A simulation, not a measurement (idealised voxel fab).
Process module under the name voxel self aligned contacts
Cross-section cut: width 195 nm, square cells of 5 nm.
A cross-section in this document is a grid of square cells, and it is written down as bands, the top band listed before the ones below it; a band is made up of one or more rows of cells. Look at the band entry: it leads with the top's height and the bottom's height in nm. Then it lists the materials left to right, with a width in nm for each. The word "edge to edge" on a single material says that material fills the band edge to edge. The word "blank" is empty space. Height 0 is the level under which the wafer as received is all one material. The lowest band goes on downwards, as in "0 and below". A two-number width, for instance "30..40", indicates that the width is equal to the first number in the top row of the band and to the second number in the bottom row, and that it changes by a constant amount per row of cells. "all unchanged" after a step means that no cell of the cross-section changed. Entry "Trapped void list" = empty spaces >= 8 cells with no open way to the top; each as width x height at distance, distance from left edge, all nm. On each step's line, the part that comes after the settings is the simulator's own comment on the step. If you see "overlay nm" on a step's line and that step has a mask, it's telling you how far right of where it was planned the mask ended up; a negative number means it went left instead.
-- The planned process steps are enumerated hereunder
| 1 | RECEIVE [material Si] |
| 2 | OXIDIZE [depth nm 5] |
| 3 | DIRECTIONAL_DEP [material polySi] [thk nm 20] |
| 4 | DIRECTIONAL_DEP [material SiN] [thk nm 20] |
| 5 | DIRECTIONAL_DEP [material aC] [thk nm 15] |
| 6 | PATTERN [tone cover] [mask id GATE] [material resist] [width nm 25] [pitch nm 65] [thk nm 30] [overlay nm 0] |
| 7 | DIRECTIONAL_ETCH [etch materials aC] [depth nm 15] |
| 8 | STRIP [etch materials resist] |
| 9 | DIRECTIONAL_ETCH [etch materials SiN] [depth nm 20] |
| 10 | DIRECTIONAL_ETCH [etch materials polySi] [depth nm 20] |
| 11 | STRIP [etch materials aC] |
| 12 | CONFORMAL_DEP [material SiN] [thk nm 10] |
| 13 | DIRECTIONAL_ETCH [etch materials SiN] [depth nm 10] |
| 14 | FILL_DEP [material SiO2] [thk nm 20] |
| 15 | CMP [height nm 50] |
| 16 | PATTERN [tone open] [mask id CONTACT] [material resist] [width nm 50] [pitch nm 65] [thk nm 20] [overlay nm 0] |
| 17 | DIRECTIONAL_ETCH [etch materials SiO2] [depth nm 55] |
| 18 | STRIP [etch materials resist] |
| 19 | CONFORMAL_DEP [material TiN] [thk nm 5] |
| 20 | FILL_DEP [material Ru] [thk nm 5] |
| 21 | CMP [height nm 50] |
| 22 | CONFORMAL_DEP [material SiCN] [thk nm 5] |
-- Account of the first of two wafers, which was processed as intended
-- Step 1 complete: cross-section of the wafer as received
* 0 and below: Si edge to edge
* Trapped void list: none
-- Cross-sectional representation of the wafer at the conclusion of step 2
* 0 down to -5: SiO2 edge to edge
* Under the height -5 nothing was changed.
-- Cross-sectional representation of the wafer at the conclusion of step 3
* 20 down to 0: polySi edge to edge
* Under the height 0 nothing was changed.
-- Cross-sectional representation of the wafer at the conclusion of step 4
* 40 down to 20: SiN edge to edge
* Under the height 20 nothing was changed.
-- Cross-sectional representation of the wafer at the conclusion of step 5
* 55 down to 40: aC edge to edge
* Under the height 40 nothing was changed.
-- Cross-sectional representation of the wafer at the conclusion of step 6
* 85 down to 55: blank 20 | resist 25 | blank 40 | resist 25 | blank 40 | resist 25 | blank 20
* Under the height 55 nothing was changed.
-- Cross-sectional representation of the wafer at the conclusion of step 7
* 70 down to 55: blank 20 | resist 25 | blank 40 | resist 25 | blank 40 | resist 25 | blank 20
* 55 down to 40: blank 20 | aC 25 | blank 40 | aC 25 | blank 40 | aC 25 | blank 20
* Under the height 40 nothing was changed.
-- Cross-sectional representation of the wafer at the conclusion of step 8
* 55 down to 40: blank 20 | aC 25 | blank 40 | aC 25 | blank 40 | aC 25 | blank 20
* Under the height 40 nothing was changed.
-- Cross-sectional representation of the wafer at the conclusion of step 9
* 55 down to 40: blank 20 | aC 25 | blank 40 | aC 25 | blank 40 | aC 25 | blank 20
* 40 down to 20: blank 20 | SiN 25 | blank 40 | SiN 25 | blank 40 | SiN 25 | blank 20
* Under the height 20 nothing was changed.
-- Cross-sectional representation of the wafer at the conclusion of step 10
* 55 down to 40: blank 20 | aC 25 | blank 40 | aC 25 | blank 40 | aC 25 | blank 20
* 40 down to 20: blank 20 | SiN 25 | blank 40 | SiN 25 | blank 40 | SiN 25 | blank 20
* 20 down to 0: blank 20 | polySi 25 | blank 40 | polySi 25 | blank 40 | polySi 25 | blank 20
* Under the height 0 nothing was changed.
-- Cross-sectional representation of the wafer at the conclusion of step 11
* 40 down to 20: blank 20 | SiN 25 | blank 40 | SiN 25 | blank 40 | SiN 25 | blank 20
* Under the height 20 nothing was changed.
-- Cross-sectional representation of the wafer at the conclusion of step 12
* 50 down to 20: blank 10 | SiN 45 | blank 20 | SiN 45 | blank 20 | SiN 45 | blank 10
* 20 down to 10: blank 10 | SiN 10 | polySi 25 | SiN 10 | blank 20 | SiN 10 | polySi 25 | SiN 10 | blank 20 | SiN 10 | polySi 25 | SiN 10 | blank 10
* 10 down to 0: SiN 20 | polySi 25 | SiN 40 | polySi 25 | SiN 40 | polySi 25 | SiN 20
* Under the height 0 nothing was changed.
-- Cross-sectional representation of the wafer at the conclusion of step 13
* 40 down to 20: blank 10 | SiN 45 | blank 20 | SiN 45 | blank 20 | SiN 45 | blank 10
* 20 down to 0: blank 10 | SiN 10 | polySi 25 | SiN 10 | blank 20 | SiN 10 | polySi 25 | SiN 10 | blank 20 | SiN 10 | polySi 25 | SiN 10 | blank 10
* Under the height 0 nothing was changed.
-- Cross-sectional representation of the wafer at the conclusion of step 14
* 60 down to 40: SiO2 edge to edge
* 40 down to 20: SiO2 10 | SiN 45 | SiO2 20 | SiN 45 | SiO2 20 | SiN 45 | SiO2 10
* 20 down to 0: SiO2 10 | SiN 10 | polySi 25 | SiN 10 | SiO2 20 | SiN 10 | polySi 25 | SiN 10 | SiO2 20 | SiN 10 | polySi 25 | SiN 10 | SiO2 10
* Under the height 0 nothing was changed.
-- Cross-sectional representation of the wafer at the conclusion of step 15
* 50 down to 40: SiO2 edge to edge
* Under the height 40 nothing was changed.
-- Cross-sectional representation of the wafer at the conclusion of step 16
* 70 down to 50: resist 40 | blank 50 | resist 15 | blank 50 | resist 40
* Under the height 50 nothing was changed.
-- Cross-sectional representation of the wafer at the conclusion of step 17
* 70 down to 50: resist 40 | blank 50 | resist 15 | blank 50 | resist 40
* 50 down to 40: SiO2 40 | blank 50 | SiO2 15 | blank 50 | SiO2 40
* 40 down to 20: SiO2 10 | SiN 45 | blank 20 | SiN 45 | blank 20 | SiN 45 | SiO2 10
* 20 down to 0: SiO2 10 | SiN 10 | polySi 25 | SiN 10 | blank 20 | SiN 10 | polySi 25 | SiN 10 | blank 20 | SiN 10 | polySi 25 | SiN 10 | SiO2 10
* 0 down to -5: SiO2 55 | blank 20 | SiO2 45 | blank 20 | SiO2 55
* Under the height -5 nothing was changed.
-- Cross-sectional representation of the wafer at the conclusion of step 18
* 50 down to 40: SiO2 40 | blank 50 | SiO2 15 | blank 50 | SiO2 40
* Under the height 40 nothing was changed.
-- Cross-sectional representation of the wafer at the conclusion of step 19
* 55 down to 50: TiN 45 | blank 40 | TiN 25 | blank 40 | TiN 45
* 50 down to 40: SiO2 40 | TiN 5..20 | blank 40..10 | TiN 5..20 | SiO2 15 | TiN 5..20 | blank 40..10 | TiN 5..20 | SiO2 40
* 40 down to 20: SiO2 10 | SiN 45 | TiN 5 | blank 10 | TiN 5 | SiN 45 | TiN 5 | blank 10 | TiN 5 | SiN 45 | SiO2 10
* 20 down to 0: SiO2 10 | SiN 10 | polySi 25 | SiN 10 | TiN 5 | blank 10 | TiN 5 | SiN 10 | polySi 25 | SiN 10 | TiN 5 | blank 10 | TiN 5 | SiN 10 | polySi 25 | SiN 10 | SiO2 10
* 0 down to -5: SiO2 55 | TiN 20 | SiO2 45 | TiN 20 | SiO2 55
* Under the height -5 nothing was changed.
-- Cross-sectional representation of the wafer at the conclusion of step 20
* 60 down to 55: Ru edge to edge
* 55 down to 50: TiN 45 | Ru 40 | TiN 25 | Ru 40 | TiN 45
* 50 down to 40: SiO2 40 | TiN 5..20 | Ru 40..10 | TiN 5..20 | SiO2 15 | TiN 5..20 | Ru 40..10 | TiN 5..20 | SiO2 40
* 40 down to 20: SiO2 10 | SiN 45 | TiN 5 | Ru 10 | TiN 5 | SiN 45 | TiN 5 | Ru 10 | TiN 5 | SiN 45 | SiO2 10
* 20 down to 0: SiO2 10 | SiN 10 | polySi 25 | SiN 10 | TiN 5 | Ru 10 | TiN 5 | SiN 10 | polySi 25 | SiN 10 | TiN 5 | Ru 10 | TiN 5 | SiN 10 | polySi 25 | SiN 10 | SiO2 10
* Under the height 0 nothing was changed.
-- Cross-sectional representation of the wafer at the conclusion of step 21
* 50 down to 40: SiO2 40 | TiN 5..20 | Ru 40..10 | TiN 5..20 | SiO2 15 | TiN 5..20 | Ru 40..10 | TiN 5..20 | SiO2 40
* Under the height 40 nothing was changed.
-- Cross-sectional representation of the wafer at the conclusion of step 22
* 55 down to 50: SiCN edge to edge
* Under the height 50 nothing was changed.
-- Companion wafer, the second of two: same beginning, same intended sequence, one mistake in carrying it out; through step 18 inclusive it tracks the first exactly
-- Second wafer, sectioned view, at step 19's planned end time
* 55 down to 50: polySi 45 | blank 40 | polySi 25 | blank 40 | polySi 45
* 50 down to 40: SiO2 40 | polySi 5..20 | blank 40..10 | polySi 5..20 | SiO2 15 | polySi 5..20 | blank 40..10 | polySi 5..20 | SiO2 40
* 40 down to 20: SiO2 10 | SiN 45 | polySi 5 | blank 10 | polySi 5 | SiN 45 | polySi 5 | blank 10 | polySi 5 | SiN 45 | SiO2 10
* 20 down to 0: SiO2 10 | SiN 10 | polySi 25 | SiN 10 | polySi 5 | blank 10 | polySi 5 | SiN 10 | polySi 25 | SiN 10 | polySi 5 | blank 10 | polySi 5 | SiN 10 | polySi 25 | SiN 10 | SiO2 10
* 0 down to -5: SiO2 55 | polySi 20 | SiO2 45 | polySi 20 | SiO2 55
* Under the height -5 nothing was changed.
-- Second wafer, sectioned view, at step 20's planned end time
* 60 down to 55: Ru edge to edge
* 55 down to 50: polySi 45 | Ru 40 | polySi 25 | Ru 40 | polySi 45
* 50 down to 40: SiO2 40 | polySi 5..20 | Ru 40..10 | polySi 5..20 | SiO2 15 | polySi 5..20 | Ru 40..10 | polySi 5..20 | SiO2 40
* 40 down to 20: SiO2 10 | SiN 45 | polySi 5 | Ru 10 | polySi 5 | SiN 45 | polySi 5 | Ru 10 | polySi 5 | SiN 45 | SiO2 10
* 20 down to 0: SiO2 10 | SiN 10 | polySi 25 | SiN 10 | polySi 5 | Ru 10 | polySi 5 | SiN 10 | polySi 25 | SiN 10 | polySi 5 | Ru 10 | polySi 5 | SiN 10 | polySi 25 | SiN 10 | SiO2 10
* Under the height 0 nothing was changed.
-- Second wafer, sectioned view, at step 21's planned end time
* 50 down to 40: SiO2 40 | polySi 5..20 | Ru 40..10 | polySi 5..20 | SiO2 15 | polySi 5..20 | Ru 40..10 | polySi 5..20 | SiO2 40
* Under the height 40 nothing was changed.
-- Second wafer, sectioned view, at step 22's planned end time
* 55 down to 50: SiCN edge to edge
* Under the height 50 nothing was changed.
Plan not followed: contrary to plan, step 19 was performed as CONFORMAL_DEP [material polySi] [thk nm 5]
At the finish, the second wafer shows more or fewer cells for some materials than the first does: 60 fewer of TiN; 60 more of polySi
